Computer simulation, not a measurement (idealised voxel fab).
The process module that follows is named voxel wiring stack.
The cross-section on display is named cut; it measures 155 nm wide, and its cells are 5 nm squares.
Bands, listed from the top down, are how a cross-section gets written in this document; the cross-section itself is a grid of square cells, and a band is one or more rows of them. What a band's entry tells you: where the top is and where the bottom is, as heights in nm, and after that what lies inside, material by material from left to right, each with its width in nm. Empty space is written as the word "empty", and a single material marked with the word "full width" occupies the band from edge to edge. Convention: height 0 is the level below which the wafer, as received, is all one material. The lowest band does not terminate at the bottom but continues downward, represented as "0 nm and below". Graded width ("30 to 40"): value in top row of band = first number; value in bottom row = second number; row-to-row change constant. For the purposes of this document, the phrase "remained the same" attached to a step denotes that no cell within the cross-section was modified by that step. You'll see "Encapsulated voids" listing empty spaces that have no way open to the top, as long as they're 8 cells or more; the notation is width x height at distance, where the distance is from the left edge, and all of it is in nm. Formally, on a step line, whatever follows the settings is a remark that the simulator itself makes on the step. A step's line can hold "overlay nm"; with a mask on that step, the setting says how far right of the planned place the mask lay, while a negative setting says it lay to the left.
## Listed below are the process steps as planned
step 1: RECEIVE [material Si]
step 2: CONFORMAL_DEP [material SiO2] [thk nm 15]
step 3: DIRECTIONAL_DEP [material TiN] [thk nm 5]
step 4: DIRECTIONAL_DEP [material W] [thk nm 20]
step 5: PATTERN [tone cover] [mask id METAL_1] [material resist] [width nm 20] [pitch nm 50] [thk nm 20] [overlay nm 0]
step 6: DIRECTIONAL_ETCH [etch materials W] [depth nm 20]
step 7: DIRECTIONAL_ETCH [etch materials TiN] [depth nm 5]
step 8: STRIP [etch materials resist]
step 9: CONFORMAL_DEP [material SiCN] [thk nm 5]
step 10: FILL_DEP [material lowk] [thk nm 10]
step 11: CMP [height nm 40]
step 12: CONFORMAL_DEP [material SiCN] [thk nm 5]
step 13: DIRECTIONAL_DEP [material SiO2] [thk nm 35]
step 14: DIRECTIONAL_DEP [material aC] [thk nm 10]
step 15: PATTERN [tone open] [mask id METAL_2] [material resist] [width nm 20] [pitch nm 50] [thk nm 25] [overlay nm 0]
step 16: DIRECTIONAL_ETCH [etch materials aC] [depth nm 10]
step 17: STRIP [etch materials resist]
step 18: DIRECTIONAL_ETCH [etch materials SiO2] [depth nm 20]
step 19: STRIP [etch materials aC]
step 20: PATTERN [tone open] [mask id METAL_2_HOLES] [material resist] [width nm 15] [thk nm 20] [overlay nm 0]
step 21: DIRECTIONAL_ETCH [etch materials SiO2] [depth nm 15]
step 22: DIRECTIONAL_ETCH [etch materials SiCN] [depth nm 5]
step 23: STRIP [etch materials resist]
step 24: CONFORMAL_DEP [material TiN] [thk nm 5]
step 25: FILL_DEP [material Cu] [thk nm 10]
step 26: CMP [height nm 80]
step 27: CONFORMAL_DEP [material SiN] [thk nm 5]
## First of two wafers - as planned
## Wafer cross-section on receipt, i.e. after step 1
> 0 nm and below | Si full width
> Encapsulated voids: none
## How the wafer stands in section after step 2
> 15 nm to 0 nm | SiO2 full width
> Heights below 0 show no change.
## How the wafer stands in section after step 3
> 20 nm to 15 nm | TiN full width
> Heights below 15 show no change.
## How the wafer stands in section after step 4
> 40 nm to 20 nm | W full width
> Heights below 20 show no change.
## How the wafer stands in section after step 5
> 60 nm to 40 nm | empty (40), resist (20), empty (30), resist (20), empty (45)
> Heights below 40 show no change.
## How the wafer stands in section after step 6
> 60 nm to 40 nm | empty (40), resist (20), empty (30), resist (20), empty (45)
> 40 nm to 20 nm | empty (40), W (20), empty (30), W (20), empty (45)
> Heights below 20 show no change.
## How the wafer stands in section after step 7
> 60 nm to 40 nm | empty (40), resist (20), empty (30), resist (20), empty (45)
> 40 nm to 20 nm | empty (40), W (20), empty (30), W (20), empty (45)
> 20 nm to 15 nm | empty (40), TiN (20), empty (30), TiN (20), empty (45)
> Heights below 15 show no change.
## How the wafer stands in section after step 8
> 40 nm to 20 nm | empty (40), W (20), empty (30), W (20), empty (45)
> Heights below 20 show no change.
## How the wafer stands in section after step 9
> 45 nm to 40 nm | empty (35), SiCN (30), empty (20), SiCN (30), empty (40)
> 40 nm to 20 nm | empty (35), SiCN (5), W (20), SiCN (5), empty (20), SiCN (5), W (20), SiCN (5), empty (40)
> 20 nm to 15 nm | SiCN (40), TiN (20), SiCN (30), TiN (20), SiCN (45)
> Heights below 15 show no change.
## How the wafer stands in section after step 10
> 55 nm to 45 nm | lowk full width
> 45 nm to 40 nm | lowk (35), SiCN (30), lowk (20), SiCN (30), lowk (40)
> 40 nm to 20 nm | lowk (35), SiCN (5), W (20), SiCN (5), lowk (20), SiCN (5), W (20), SiCN (5), lowk (40)
> Heights below 20 show no change.
## How the wafer stands in section after step 11
> 40 nm to 20 nm | lowk (35), SiCN (5), W (20), SiCN (5), lowk (20), SiCN (5), W (20), SiCN (5), lowk (40)
> Heights below 20 show no change.
## How the wafer stands in section after step 12
> 45 nm to 40 nm | SiCN full width
> Heights below 40 show no change.
## How the wafer stands in section after step 13
> 80 nm to 45 nm | SiO2 full width
> Heights below 45 show no change.
## How the wafer stands in section after step 14
> 90 nm to 80 nm | aC full width
> Heights below 80 show no change.
## How the wafer stands in section after step 15
> 115 nm to 90 nm | resist (40), empty (20), resist (30), empty (20), resist (45)
> Heights below 90 show no change.
## How the wafer stands in section after step 16
> 105 nm to 90 nm | resist (40), empty (20), resist (30), empty (20), resist (45)
> 90 nm to 80 nm | aC (40), empty (20), aC (30), empty (20), aC (45)
> Heights below 80 show no change.
## How the wafer stands in section after step 17
> 90 nm to 80 nm | aC (40), empty (20), aC (30), empty (20), aC (45)
> Heights below 80 show no change.
## How the wafer stands in section after step 18
> 90 nm to 80 nm | aC (40), empty (20), aC (30), empty (20), aC (45)
> 80 nm to 60 nm | SiO2 (40), empty (20), SiO2 (30), empty (20), SiO2 (45)
> Heights below 60 show no change.
## How the wafer stands in section after step 19
> 80 nm to 60 nm | SiO2 (40), empty (20), SiO2 (30), empty (20), SiO2 (45)
> Heights below 60 show no change.
## How the wafer stands in section after step 20
> 100 nm to 80 nm | resist (40), empty (15), resist (100)
> 80 nm to 60 nm | SiO2 (40), empty (15), resist (5), SiO2 (30), resist (20), SiO2 (45)
> Heights below 60 show no change.
## How the wafer stands in section after step 21
> 100 nm to 80 nm | resist (40), empty (15), resist (100)
> 80 nm to 60 nm | SiO2 (40), empty (15), resist (5), SiO2 (30), resist (20), SiO2 (45)
> 60 nm to 45 nm | SiO2 (40), empty (15), SiO2 (100)
> Heights below 45 show no change.
## How the wafer stands in section after step 22
> 100 nm to 80 nm | resist (40), empty (15), resist (100)
> 80 nm to 60 nm | SiO2 (40), empty (15), resist (5), SiO2 (30), resist (20), SiO2 (45)
> 60 nm to 45 nm | SiO2 (40), empty (15), SiO2 (100)
> 45 nm to 40 nm | SiCN (40), empty (15), SiCN (100)
> Heights below 40 show no change.
## How the wafer stands in section after step 23
> 80 nm to 60 nm | SiO2 (40), empty (20), SiO2 (30), empty (20), SiO2 (45)
> Heights below 60 show no change.
## How the wafer stands in section after step 24
> 85 nm to 80 nm | TiN (45), empty (10), TiN (40), empty (10), TiN (50)
> 80 nm to 65 nm | SiO2 (40), TiN (5), empty (10), TiN (5), SiO2 (30), TiN (5), empty (10), TiN (5), SiO2 (45)
> 65 nm to 60 nm | SiO2 (40), TiN (5), empty (5), TiN (10), SiO2 (30), TiN (20), SiO2 (45)
> 60 nm to 45 nm | SiO2 (40), TiN (5), empty (5), TiN (5), SiO2 (100)
> 45 nm to 40 nm | SiCN (40), TiN (15), SiCN (100)
> Heights below 40 show no change.
## How the wafer stands in section after step 25
> 95 nm to 85 nm | Cu full width
> 85 nm to 80 nm | TiN (45), Cu (10), TiN (40), Cu (10), TiN (50)
> 80 nm to 65 nm | SiO2 (40), TiN (5), Cu (10), TiN (5), SiO2 (30), TiN (5), Cu (10), TiN (5), SiO2 (45)
> 65 nm to 60 nm | SiO2 (40), TiN (5), Cu (5), TiN (10), SiO2 (30), TiN (20), SiO2 (45)
> 60 nm to 45 nm | SiO2 (40), TiN (5), Cu (5), TiN (5), SiO2 (100)
> Heights below 45 show no change.
## How the wafer stands in section after step 26
> 80 nm to 65 nm | SiO2 (40), TiN (5), Cu (10), TiN (5), SiO2 (30), TiN (5), Cu (10), TiN (5), SiO2 (45)
> Heights below 65 show no change.
## How the wafer stands in section after step 27
> 85 nm to 80 nm | SiN full width
> Heights below 80 show no change.
## The second wafer began exactly as the first did and followed the same plan, but one mistake was made while running it; through step 26 inclusive, the two wafers are identical
## Planned end of step 27: second wafer, cross-section
> 85 nm to 80 nm | SiO2 full width
> Heights below 80 show no change.
Diagnosis: for step 27, the planned setting was not used; the step was instead run as CONFORMAL_DEP [material SiO2] [thk nm 5]
End of process, cell counts, second wafer against first, materials with more or fewer: SiN: 31 fewer | SiO2: 31 more
